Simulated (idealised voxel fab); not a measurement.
process module | voxel capacitor over wiring
cross-section cut | 190 nm wide | cells 5 nm
A cross-section is a grid of square cells, given in bands from the top down. A band is one or more rows of cells.
Each band's line starts with the height of the band's top and of its bottom, in nm. Then come its materials from left to right, each with its width in nm. One material with "throughout" fills the band from edge to edge. "air" is empty space.
Height 0 is the level under which the wafer as received is all one material. The lowest band goes on downwards, as in "0 down".
A width such as "30 to 40" changes by the same amount from each row of cells to the next, from the band's top row to its bottom row.
"no change" after a step means that no cell of the cross-section changed.
closed voids: empty space of 8 cells or more with no open way to the top, each as width x height at its distance from the left edge, in nm
after a step's settings: what the simulator itself notes on the step
overlay nm, on a step with a mask: how far to the right of its planned place the mask lay; to the left if negative
plan
1 op RECEIVE | material Si
2 op CONFORMAL_DEP | material SiO2 | thk nm 15
3 op CONFORMAL_DEP | material SiCN | thk nm 5
4 op DIRECTIONAL_DEP | material lowk | thk nm 20
5 op PATTERN | tone open | mask id METAL_1 | material resist | width nm 30 | pitch nm 95 | thk nm 15 | overlay nm 0
6 op DIRECTIONAL_ETCH | etch materials lowk | depth nm 20
7 op DIRECTIONAL_ETCH | etch materials SiCN | depth nm 5
8 op STRIP | etch materials resist
9 op CONFORMAL_DEP | material TiN | thk nm 5
10 op FILL_DEP | material Ru | thk nm 5
11 op CMP | height nm 40
12 op EPI | material Ru | thk nm 5
13 op FILL_DEP | material SiCN | thk nm 5
14 op DIRECTIONAL_DEP | material SiO2 | thk nm 10
15 op PATTERN | tone open | mask id PLUG_1 | material resist | width nm 15 | thk nm 15 | overlay nm 0
16 op DIRECTIONAL_ETCH | etch materials SiO2 | depth nm 10
17 op DIRECTIONAL_ETCH | etch materials SiCN | depth nm 5
18 op STRIP | etch materials resist
19 op EPI | material Ru | thk nm 10
20 op EPI | material Ru | thk nm 5
21 op DIRECTIONAL_DEP | material TiN | thk nm 10
22 op DIRECTIONAL_DEP | material HfO2 | thk nm 5
23 op DIRECTIONAL_DEP | material TiN | thk nm 5
24 op PATTERN | tone cover | mask id UPPER_PLATE | material resist | width nm 70 | thk nm 15 | overlay nm 0
25 op DIRECTIONAL_ETCH | etch materials TiN | depth nm 5
26 op DIRECTIONAL_ETCH | etch materials HfO2 | depth nm 5
27 op STRIP | etch materials resist
28 op MASKED_ETCH | tone cover | mask id LOWER_PLATE | width nm 80 | etch materials TiN | depth nm 10 | overlay nm 0
29 op FILL_DEP | material SiO2 | thk nm 15
30 op CMP | height nm 90
31 op DIRECTIONAL_DEP | material aC | thk nm 15
32 op PATTERN | tone open | mask id PLUG_2 | material resist | width nm 15 | thk nm 35 | overlay nm 0
33 op DIRECTIONAL_ETCH | etch materials aC | depth nm 15
34 op STRIP | etch materials resist
35 op DIRECTIONAL_ETCH | etch materials SiO2 | depth nm 10
36 op STRIP | etch materials aC
37 op CONFORMAL_DEP | material TiN | thk nm 5
38 op FILL_DEP | material Ru | thk nm 5
39 op CMP | height nm 90
40 op CONFORMAL_DEP | material SiCN | thk nm 5
first wafer, as planned
as received, after step 1
  0 down: Si throughout
  closed voids: none
after step 2
  15 to 0: SiO2 throughout
  below 0: unchanged
after step 3
  20 to 15: SiCN throughout
  below 15: unchanged
after step 4
  40 to 20: lowk throughout
  below 20: unchanged
after step 5
  55 to 40: resist 30 | air 30 | resist 65 | air 30 | resist 35
  below 40: unchanged
after step 6
  55 to 40: resist 30 | air 30 | resist 65 | air 30 | resist 35
  40 to 20: lowk 30 | air 30 | lowk 65 | air 30 | lowk 35
  below 20: unchanged
after step 7
  55 to 40: resist 30 | air 30 | resist 65 | air 30 | resist 35
  40 to 20: lowk 30 | air 30 | lowk 65 | air 30 | lowk 35
  20 to 15: SiCN 30 | air 30 | SiCN 65 | air 30 | SiCN 35
  below 15: unchanged
after step 8
  40 to 20: lowk 30 | air 30 | lowk 65 | air 30 | lowk 35
  below 20: unchanged
after step 9
  45 to 40: TiN 35 | air 20 | TiN 75 | air 20 | TiN 40
  40 to 20: lowk 30 | TiN 5 | air 20 | TiN 5 | lowk 65 | TiN 5 | air 20 | TiN 5 | lowk 35
  20 to 15: SiCN 30 | TiN 30 | SiCN 65 | TiN 30 | SiCN 35
  below 15: unchanged
after step 10
  50 to 45: Ru throughout
  45 to 40: TiN 35 | Ru 20 | TiN 75 | Ru 20 | TiN 40
  40 to 20: lowk 30 | TiN 5 | Ru 20 | TiN 5 | lowk 65 | TiN 5 | Ru 20 | TiN 5 | lowk 35
  below 20: unchanged
after step 11
  40 to 20: lowk 30 | TiN 5 | Ru 20 | TiN 5 | lowk 65 | TiN 5 | Ru 20 | TiN 5 | lowk 35
  below 20: unchanged
after step 12
  45 to 40: air 25 | Ru 40 | air 55 | Ru 40 | air 30
  below 40: unchanged
after step 13
  50 to 45: SiCN throughout
  45 to 40: SiCN 25 | Ru 40 | SiCN 55 | Ru 40 | SiCN 30
  below 40: unchanged
after step 14
  60 to 50: SiO2 throughout
  below 50: unchanged
after step 15
  75 to 60: resist 45 | air 15 | resist 130
  below 60: unchanged
after step 16
  75 to 60: resist 45 | air 15 | resist 130
  60 to 50: SiO2 45 | air 15 | SiO2 130
  below 50: unchanged
after step 17
  75 to 60: resist 45 | air 15 | resist 130
  60 to 50: SiO2 45 | air 15 | SiO2 130
  50 to 45: SiCN 45 | air 15 | SiCN 130
  below 45: unchanged
after step 18
  60 to 50: SiO2 45 | air 15 | SiO2 130
  below 50: unchanged
after step 19
  60 to 55: SiO2 45 | air 15 | SiO2 130
  55 to 50: SiO2 45 | Ru 15 | SiO2 130
  50 to 45: SiCN 45 | Ru 15 | SiCN 130
  below 45: unchanged
after step 20
  60 to 50: SiO2 45 | Ru 15 | SiO2 130
  below 50: unchanged
after step 21
  70 to 60: TiN throughout
  below 60: unchanged
after step 22
  75 to 70: HfO2 throughout
  below 70: unchanged
after step 23
  80 to 75: TiN throughout
  below 75: unchanged
after step 24
  95 to 80: air 45 | resist 70 | air 75
  below 80: unchanged
after step 25
  95 to 80: air 45 | resist 70 | air 75
  80 to 75: air 45 | TiN 70 | air 75
  below 75: unchanged
after step 26
  95 to 80: air 45 | resist 70 | air 75
  80 to 75: air 45 | TiN 70 | air 75
  75 to 70: air 45 | HfO2 70 | air 75
  below 70: unchanged
after step 27
  80 to 75: air 45 | TiN 70 | air 75
  below 75: unchanged
after step 28
  80 to 75: air 45 | TiN 70 | air 75
  75 to 70: air 45 | HfO2 70 | air 75
  70 to 60: air 40 | TiN 80 | air 70
  below 60: unchanged
after step 29
  95 to 80: SiO2 throughout
  80 to 75: SiO2 45 | TiN 70 | SiO2 75
  75 to 70: SiO2 45 | HfO2 70 | SiO2 75
  70 to 60: SiO2 40 | TiN 80 | SiO2 70
  below 60: unchanged
after step 30
  90 to 80: SiO2 throughout
  below 80: unchanged
after step 31
  105 to 90: aC throughout
  below 90: unchanged
after step 32
  140 to 105: resist 55 | air 15 | resist 120
  below 105: unchanged
after step 33
  125 to 105: resist 55 | air 15 | resist 120
  105 to 90: aC 55 | air 15 | aC 120
  below 90: unchanged
after step 34
  105 to 90: aC 55 | air 15 | aC 120
  below 90: unchanged
after step 35
  105 to 90: aC 55 | air 15 | aC 120
  90 to 80: SiO2 55 | air 15 | SiO2 120
  below 80: unchanged
after step 36
  90 to 80: SiO2 55 | air 15 | SiO2 120
  below 80: unchanged
after step 37
  95 to 90: TiN 60 | air 5 | TiN 125
  90 to 85: SiO2 55 | TiN 5 | air 5 | TiN 5 | SiO2 120
  85 to 75: SiO2 55 to 45 | TiN 15 to 70 | SiO2 120 to 75
  below 75: unchanged
after step 38
  100 to 95: Ru throughout
  95 to 90: TiN 60 | Ru 5 | TiN 125
  90 to 85: SiO2 55 | TiN 5 | Ru 5 | TiN 5 | SiO2 120
  below 85: unchanged
after step 39
  90 to 85: SiO2 55 | TiN 5 | Ru 5 | TiN 5 | SiO2 120
  below 85: unchanged
after step 40
  95 to 90: SiCN throughout
  below 90: unchanged
second wafer: like start, like plan, one mistake. Through step 12 it matches the first wafer
when step 13 should have ended: no change
when step 14 should have ended
  55 to 50: air 25 | SiO2 40 | air 55 | SiO2 40 | air 30
  50 to 45: SiO2 throughout
  45 to 40: SiO2 25 | Ru 40 | SiO2 55 | Ru 40 | SiO2 30
  below 40: unchanged
when step 15 should have ended
  70 to 55: resist 45 | air 15 | resist 130
  55 to 50: resist 25 | SiO2 40 | resist 55 | SiO2 40 | resist 30
  below 50: unchanged
when step 16 should have ended
  70 to 55: resist 45 | air 15 | resist 130
  55 to 50: resist 25 | SiO2 20 | air 15 | SiO2 5 | resist 55 | SiO2 40 | resist 30
  50 to 45: SiO2 45 | air 15 | SiO2 130
  below 45: unchanged
when step 17 should have ended: no change
when step 18 should have ended
  55 to 50: air 25 | SiO2 20 | air 15 | SiO2 5 | air 55 | SiO2 40 | air 30
  below 50: unchanged
when step 19 should have ended
  55 to 50: air 25 | SiO2 20 | Ru 15 | SiO2 5 | air 55 | SiO2 40 | air 30
  50 to 45: SiO2 45 | Ru 15 | SiO2 130
  below 45: unchanged
when step 20 should have ended
  60 to 55: air 40 | Ru 25 | air 125
  below 55: unchanged
when step 21 should have ended
  70 to 65: air 40 | TiN 25 | air 125
  65 to 60: air 25 | TiN 40 | air 55 | TiN 40 | air 30
  60 to 55: TiN 40 | Ru 25 | TiN 125
  55 to 50: TiN 25 | SiO2 20 | Ru 15 | SiO2 5 | TiN 55 | SiO2 40 | TiN 30
  below 50: unchanged
when step 22 should have ended
  75 to 70: air 40 | HfO2 25 | air 125
  70 to 65: air 25 | HfO2 15 | TiN 25 | air 55 | HfO2 40 | air 30
  65 to 60: HfO2 25 | TiN 40 | HfO2 55 | TiN 40 | HfO2 30
  below 60: unchanged
when step 23 should have ended
  80 to 75: air 40 | TiN 25 | air 125
  75 to 70: air 25 | TiN 15 | HfO2 25 | air 55 | TiN 40 | air 30
  70 to 65: TiN 25 | HfO2 15 | TiN 80 | HfO2 40 | TiN 30
  below 65: unchanged
when step 24 should have ended
  95 to 80: air 45 | resist 70 | air 75
  80 to 75: air 40 | TiN 25 | resist 50 | air 75
  75 to 70: air 25 | TiN 15 | HfO2 25 | resist 50 | air 5 | TiN 40 | air 30
  below 70: unchanged
when step 25 should have ended
  95 to 80: air 45 | resist 70 | air 75
  80 to 75: air 45 | TiN 20 | resist 50 | air 75
  75 to 70: air 40 | HfO2 25 | resist 50 | air 75
  70 to 65: air 25 | HfO2 15 | TiN 75 | air 5 | HfO2 40 | air 30
  below 65: unchanged
when step 26 should have ended
  95 to 80: air 45 | resist 70 | air 75
  80 to 75: air 45 | TiN 20 | resist 50 | air 75
  75 to 70: air 45 | HfO2 20 | resist 50 | air 75
  70 to 65: air 40 | TiN 75 | air 75
  65 to 60: air 25 | TiN 40 | HfO2 50 | air 5 | TiN 40 | air 30
  below 60: unchanged
when step 27 should have ended
  80 to 75: air 45 | TiN 20 | air 125
  75 to 70: air 45 | HfO2 20 | air 125
  below 70: unchanged
when step 28 should have ended
  80 to 75: air 45 | TiN 20 | air 125
  75 to 70: air 45 | HfO2 20 | air 125
  70 to 65: air 40 | TiN 75 | air 75
  65 to 60: air 40 | TiN 25 | HfO2 50 | air 75
  60 to 55: air 40 | Ru 25 | TiN 55 | air 70
  55 to 50: air 25 | SiO2 20 | Ru 15 | SiO2 5 | TiN 55 | SiO2 40 | air 30
  below 50: unchanged
when step 29 should have ended
  95 to 80: SiO2 throughout
  80 to 75: SiO2 45 | TiN 20 | SiO2 125
  75 to 70: SiO2 45 | HfO2 20 | SiO2 125
  70 to 65: SiO2 40 | TiN 75 | SiO2 75
  65 to 60: SiO2 40 | TiN 25 | HfO2 50 | SiO2 75
  60 to 55: SiO2 40 | Ru 25 | TiN 55 | SiO2 70
  55 to 50: SiO2 45 | Ru 15 | SiO2 5 | TiN 55 | SiO2 70
  below 50: unchanged
when step 30 should have ended
  90 to 80: SiO2 throughout
  below 80: unchanged
when step 31 should have ended
  105 to 90: aC throughout
  below 90: unchanged
when step 32 should have ended
  140 to 105: resist 55 | air 15 | resist 120
  below 105: unchanged
when step 33 should have ended
  125 to 105: resist 55 | air 15 | resist 120
  105 to 90: aC 55 | air 15 | aC 120
  below 90: unchanged
when step 34 should have ended
  105 to 90: aC 55 | air 15 | aC 120
  below 90: unchanged
when step 35 should have ended
  105 to 90: aC 55 | air 15 | aC 120
  90 to 80: SiO2 55 | air 15 | SiO2 120
  below 80: unchanged
when step 36 should have ended
  90 to 80: SiO2 55 | air 15 | SiO2 120
  below 80: unchanged
when step 37 should have ended
  95 to 90: TiN 60 | air 5 | TiN 125
  90 to 85: SiO2 55 | TiN 5 | air 5 | TiN 5 | SiO2 120
  85 to 75: SiO2 55 to 45 | TiN 15 to 20 | SiO2 120 to 125
  below 75: unchanged
when step 38 should have ended
  100 to 95: Ru throughout
  95 to 90: TiN 60 | Ru 5 | TiN 125
  90 to 85: SiO2 55 | TiN 5 | Ru 5 | TiN 5 | SiO2 120
  below 85: unchanged
when step 39 should have ended
  90 to 85: SiO2 55 | TiN 5 | Ru 5 | TiN 5 | SiO2 120
  below 85: unchanged
when step 40 should have ended
  95 to 90: SiCN throughout
  below 90: unchanged
what went wrong: step 13 was left out
at the end the second wafer has, in cells: 2 more of Ru | 57 fewer of SiCN | 55 more of SiO2
